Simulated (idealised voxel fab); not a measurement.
Process module heading - voxel released beams
Each square cell in cross-section cut measures 5 nm, and the section as a whole is 275 nm wide.
Cross-section, as written here: a square-cell grid given band by band from the top down, where a band holds one or more rows of cells. For a band, the entry starts with two heights in nm, that of the top and then that of the bottom, and carries on with the band's materials in order from left to right, each alongside its width in nm; the word "throughout" beside a single material means it fills the band edge to edge, and "air" means empty space. Basically, 0 is our baseline, since under it the wafer straight out of the box is all one material. The bottom band has no lower end and keeps on going down, so it looks like "0..down". So if you see something like "30..40" for the width, read it as the top row of the band sitting at the first number and the bottom row at the second, with every row in between moving by the same amount as the last. Key: "nothing altered" - step with no changed cell in the cross-section. "Cavities, sealed" contains a list of empty spaces, each no smaller than 8 cells and without an open way to the top, written in the form width x height at distance with the distance from the left edge and all three in nm. Where a step's line continues beyond its settings, the continuation is a remark by the simulator itself on that step. overlay nm: on a step with a mask, how far right of its planned place the mask lay; negative means left.
Plan:
1) RECEIVE with material Si
2) CONFORMAL_DEP with material Al2O3, thk nm 10
3) DIRECTIONAL_DEP with material SiO2, thk nm 15
4) MASKED_ETCH with tone open, mask id ANCHOR, width nm 25, etch materials SiO2, depth nm 15, overlay nm 0
5) CONFORMAL_DEP with material SiN, thk nm 10
6) MASKED_ETCH with tone cover, mask id BEAM, width nm 105, etch materials SiN, depth nm 10, overlay nm 0
7) STRIP with etch materials SiO2
Below: the first of two wafers, run as planned:
As received (post step 1): cross-section:
- 0..down = Si throughout
- Cavities, sealed: none
You're looking at a cross-section of the wafer after step 2:
- 10..0 = Al2O3 throughout
- Below 0 it's all the same as before, nothing changed down there.
You're looking at a cross-section of the wafer after step 3:
- 25..10 = SiO2 throughout
- Below 10 it's all the same as before, nothing changed down there.
You're looking at a cross-section of the wafer after step 4:
- 25..10 = 85 SiO2, then 25 air, then 165 SiO2
- Below 10 it's all the same as before, nothing changed down there.
You're looking at a cross-section of the wafer after step 5:
- 35..25 = 95 SiN, then 5 air, then 175 SiN
- 25..20 = 85 SiO2, then 10 SiN, then 5 air, then 10 SiN, then 165 SiO2
- 20..10 = 85 SiO2, then 25 SiN, then 165 SiO2
- Below 10 it's all the same as before, nothing changed down there.
You're looking at a cross-section of the wafer after step 6:
- 35..25 = 80 air, then 15 SiN, then 5 air, then 85 SiN, then 90 air
- Below 25 it's all the same as before, nothing changed down there.
You're looking at a cross-section of the wafer after step 7:
- 35..25 = 80 air, then 15 SiN, then 5 air, then 85 SiN, then 90 air
- 25..20 = 85 air, then 10 SiN, then 5 air, then 10 SiN, then 165 air
- 20..10 = 85 air, then 25 SiN, then 165 air
- Below 10 it's all the same as before, nothing changed down there.
Notes, second wafer: start = first wafer's, plan = first wafer's, execution had one mistake; history identical to first through step 5:
Second wafer cross-section, taken as of the time the plan sets for step 6 to be done:
- 35..25 = 80 SiN, then 105 air, then 90 SiN
- 25..10 = 85 SiO2, then 10 SiN, then 5 air, then 10 SiN, then 165 SiO2
- Below 10 it's all the same as before, nothing changed down there.
Second wafer cross-section, taken as of the time the plan sets for step 7 to be done:
- 25..10 = 85 air, then 10 SiN, then 5 air, then 10 SiN, then 165 air
- Below 10 it's all the same as before, nothing changed down there.
Want to know what went wrong? in deviation from the planned setting, step 6 was conducted as MASKED_ETCH with tone open, mask id BEAM, width nm 105, etch materials SiN, depth nm 10, overlay nm 0
Wafer comparison, final, in cells, second relative to first, materials more or fewer: -42 SiN
